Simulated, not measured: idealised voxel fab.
process module | voxel wiring stack
cross-section cut | 235 nm wide | cells 5 nm
A cross-section is a grid of square cells, given in bands from the top down. A band is one or more rows of cells.
Each band's line starts with the height of the band's top and of its bottom, in nm. Then come its materials from left to right, each with its width in nm. One material with "throughout" fills the band from edge to edge. "air" is empty space.
Height 0 is the level under which the wafer as received is all one material. The lowest band goes on downwards, as in "0 down".
A width such as "30 to 40" changes by the same amount from each row of cells to the next, from the band's top row to its bottom row.
"no change" after a step means that no cell of the cross-section changed.
closed voids: empty space of 8 cells or more with no open way to the top, each as width x height at its distance from the left edge, in nm
after a step's settings: what the simulator itself notes on the step
overlay nm, on a step with a mask: how far to the right of its planned place the mask lay; to the left if negative
plan
1 op RECEIVE | material Si
2 op CONFORMAL_DEP | material SiO2 | thk nm 10
3 op DIRECTIONAL_DEP | material TiN | thk nm 5
4 op DIRECTIONAL_DEP | material W | thk nm 20
5 op PATTERN | tone cover | mask id METAL_1 | material resist | width nm 20 | pitch nm 40 | thk nm 20 | overlay nm 0
6 op DIRECTIONAL_ETCH | etch materials W | depth nm 20
7 op DIRECTIONAL_ETCH | etch materials TiN | depth nm 5
8 op STRIP | etch materials resist
9 op FILL_DEP | material lowk | thk nm 5
10 op CMP | height nm 35
11 op CONFORMAL_DEP | material SiCN | thk nm 5
12 op DIRECTIONAL_DEP | material lowk | thk nm 30
13 op PATTERN | tone open | mask id METAL_2 | material resist | width nm 20 | pitch nm 40 | thk nm 20 | overlay nm 0
14 op DIRECTIONAL_ETCH | etch materials lowk | depth nm 20
15 op STRIP | etch materials resist
16 op MASKED_ETCH | tone open | mask id METAL_2_HOLES | width nm 15 | etch materials lowk | depth nm 10 | overlay nm 0
17 op MASKED_ETCH | tone open | mask id METAL_2_HOLES | width nm 15 | etch materials SiCN | depth nm 5 | overlay nm 0
18 op CONFORMAL_DEP | material TiN | thk nm 5
19 op FILL_DEP | material Cu | thk nm 5
20 op CMP | height nm 70
21 op CONFORMAL_DEP | material SiCN | thk nm 5
22 op DIRECTIONAL_DEP | material lowk | thk nm 35
23 op DIRECTIONAL_DEP | material aC | thk nm 10
24 op PATTERN | tone open | mask id METAL_3 | material resist | width nm 20 | pitch nm 40 | thk nm 30 | overlay nm 0
25 op DIRECTIONAL_ETCH | etch materials aC | depth nm 10
26 op STRIP | etch materials resist
27 op DIRECTIONAL_ETCH | etch materials lowk | depth nm 20
28 op STRIP | etch materials aC
29 op DIRECTIONAL_DEP | material aC | thk nm 15
30 op PATTERN | tone open | mask id METAL_3_HOLES | material resist | width nm 15 | thk nm 35 | overlay nm 0
31 op DIRECTIONAL_ETCH | etch materials aC | depth nm 15
32 op STRIP | etch materials resist
33 op DIRECTIONAL_ETCH | etch materials lowk | depth nm 15
34 op DIRECTIONAL_ETCH | etch materials SiCN | depth nm 5
35 op STRIP | etch materials aC
36 op CONFORMAL_DEP | material TiN | thk nm 5
37 op FILL_DEP | material Cu | thk nm 5
38 op CMP | height nm 110
39 op CONFORMAL_DEP | material SiCN | thk nm 5
40 op DIRECTIONAL_DEP | material lowk | thk nm 10
41 op MASKED_ETCH | tone open | mask id PLUG_3 | width nm 15 | pitch nm 40 | etch materials lowk | depth nm 10 | overlay nm 0
42 op MASKED_ETCH | tone open | mask id PLUG_3 | width nm 15 | pitch nm 40 | etch materials SiCN | depth nm 5 | overlay nm 0
43 op EPI | material Ru | thk nm 10
44 op EPI | material Ru | thk nm 5
45 op CONFORMAL_DEP | material SiN | thk nm 5
46 op DIRECTIONAL_DEP | material lowk | thk nm 20
47 op MASKED_ETCH | tone open | mask id METAL_4 | width nm 20 | pitch nm 40 | etch materials lowk | depth nm 20 | overlay nm 0
48 op MASKED_ETCH | tone open | mask id METAL_4 | width nm 20 | pitch nm 40 | etch materials SiN | depth nm 5 | overlay nm 0
49 op CONFORMAL_DEP | material TiN | thk nm 5
50 op FILL_DEP | material Ru | thk nm 5
51 op CMP | height nm 150
52 op EPI | material Ru | thk nm 5
53 op FILL_DEP | material SiCN | thk nm 5
as received, after step 1
  0 down: Si throughout
  closed voids: none
first wafer at the end, as planned
  160 to 155: SiCN throughout
  155 to 150: SiCN 80 | Ru 30 | SiCN 10 | Ru 30 | SiCN 85
  150 to 130: lowk 85 | TiN 5 | Ru 10 | TiN 5 | lowk 20 | TiN 5 | Ru 10 | TiN 5 | lowk 90
  130 to 125: SiN 85 | TiN 20 | SiN 20 | TiN 20 | SiN 90
  125 to 115: lowk 85 | Ru 15 | lowk 25 | Ru 15 | lowk 95
  115 to 110: SiCN 85 | Ru 15 | SiCN 25 | Ru 15 | SiCN 95
  110 to 95: lowk 85 | TiN 5 | Cu 10 | TiN 5 | lowk 20 | TiN 5 | Cu 10 | TiN 5 | lowk 90
  95 to 90: lowk 85 | TiN 5 | Cu 5 | TiN 10 | lowk 20 | TiN 20 | lowk 90
  90 to 75: lowk 85 | TiN 5 | Cu 5 | TiN 5 | lowk 135
  75 to 70: SiCN 85 | TiN 15 | SiCN 135
  70 to 55: lowk 85 | TiN 5 | Cu 10 | TiN 5 | lowk 20 | TiN 5 | Cu 10 | TiN 5 | lowk 90
  55 to 50: lowk 85 | TiN 5 | Cu 5 | TiN 10 | lowk 20 | TiN 20 | lowk 90
  50 to 40: lowk 85 | TiN 5 | Cu 5 | TiN 5 | lowk 135
  40 to 35: SiCN 85 | TiN 15 | SiCN 135
  35 to 15: lowk 85 | W 20 | lowk 20 | W 20 | lowk 90
  15 to 10: lowk 85 | TiN 20 | lowk 20 | TiN 20 | lowk 90
  10 to 0: SiO2 throughout
  0 down: Si throughout
  closed voids: none
second wafer at the end: like start, like plan, one mistake
  160 to 155: SiCN throughout
  155 to 150: SiCN 80 | Ru 30 | SiCN 10 | Ru 30 | SiCN 85
  150 to 130: lowk 85 | TiN 5 | Ru 10 | TiN 5 | lowk 20 | TiN 5 | Ru 10 | TiN 5 | lowk 90
  130 to 125: SiN 85 | TiN 20 | SiN 20 | TiN 20 | SiN 90
  125 to 115: lowk 80 | Ru 25 | lowk 15 | Ru 25 | lowk 90
  115 to 110: SiCN 85 | Ru 15 | SiCN 25 | Ru 15 | SiCN 95
  110 to 95: lowk 85 | TiN 5 | Cu 10 | TiN 5 | lowk 20 | TiN 5 | Cu 10 | TiN 5 | lowk 90
  95 to 90: lowk 85 | TiN 5 | Cu 5 | TiN 10 | lowk 20 | TiN 20 | lowk 90
  90 to 75: lowk 85 | TiN 5 | Cu 5 | TiN 5 | lowk 135
  75 to 70: SiCN 85 | TiN 15 | SiCN 135
  70 to 55: lowk 85 | TiN 5 | Cu 10 | TiN 5 | lowk 20 | TiN 5 | Cu 10 | TiN 5 | lowk 90
  55 to 50: lowk 85 | TiN 5 | Cu 5 | TiN 10 | lowk 20 | TiN 20 | lowk 90
  50 to 40: lowk 85 | TiN 5 | Cu 5 | TiN 5 | lowk 135
  40 to 35: SiCN 85 | TiN 15 | SiCN 135
  35 to 15: lowk 85 | W 20 | lowk 20 | W 20 | lowk 90
  15 to 10: lowk 85 | TiN 20 | lowk 20 | TiN 20 | lowk 90
  10 to 0: SiO2 throughout
  0 down: Si throughout
  closed voids: none
what went wrong: step 41 ran as: op MASKED_ETCH | tone open | mask id PLUG_3 | width nm 25 | pitch nm 40 | etch materials lowk | depth nm 10 | overlay nm 0
at the end the second wafer has, in cells: 8 more of Ru | 8 fewer of lowk
